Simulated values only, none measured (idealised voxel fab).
process module | voxel fin reveal
cross-section cut | 195 nm wide | cells 5 nm
A cross-section is a grid of square cells, given in bands from the top down. A band is one or more rows of cells.
Each band's line starts with the height of the band's top and of its bottom, in nm. Then come its materials from left to right, each with its width in nm. One material with "throughout" fills the band from edge to edge. "air" is empty space.
Height 0 is the level under which the wafer as received is all one material. The lowest band goes on downwards, as in "0 down".
A width such as "30 to 40" changes by the same amount from each row of cells to the next, from the band's top row to its bottom row.
"no change" after a step means that no cell of the cross-section changed.
closed voids: empty space of 8 cells or more with no open way to the top, each as width x height at its distance from the left edge, in nm
after a step's settings: what the simulator itself notes on the step
overlay nm, on a step with a mask: how far to the right of its planned place the mask lay; to the left if negative
plan
1 op RECEIVE | material Si
2 op CONFORMAL_DEP | material SiN | thk nm 10
3 op PATTERN | tone cover | mask id FINS | material resist | width nm 15 | pitch nm 45 | thk nm 20 | overlay nm 0
4 op DIRECTIONAL_ETCH | etch materials SiN | depth nm 10
5 op DIRECTIONAL_ETCH | etch materials Si | depth nm 35
6 op STRIP | etch materials resist
7 op FILL_DEP | material SiO2 | thk nm 15
8 op CMP | height nm 10
9 op SELECTIVE_ETCH | etch materials SiO2 | depth nm 35
10 op STRIP | etch materials SiN
as received, after step 1
  0 down: Si throughout
  closed voids: none
first wafer at the end, as planned
  0 to -25: air 20 | Si 15 | air 30 | Si 15 | air 30 | Si 15 | air 30 | Si 15 | air 25
  -25 to -35: SiO2 20 | Si 15 | SiO2 30 | Si 15 | SiO2 30 | Si 15 | SiO2 30 | Si 15 | SiO2 25
  -35 down: Si throughout
  closed voids: none
second wafer at the end: like start, like plan, one mistake
  10 to 0: air 20 | SiN 15 | air 30 | SiN 15 | air 30 | SiN 15 | air 30 | SiN 15 | air 25
  0 to -35: air 20 | Si 15 | air 30 | Si 15 | air 30 | Si 15 | air 30 | Si 15 | air 25
  -35 down: Si throughout
  closed voids: none
what went wrong: step 10 ran as: op STRIP | etch materials SiO2
at the end the second wafer has, in cells: 24 more of SiN | 54 fewer of SiO2
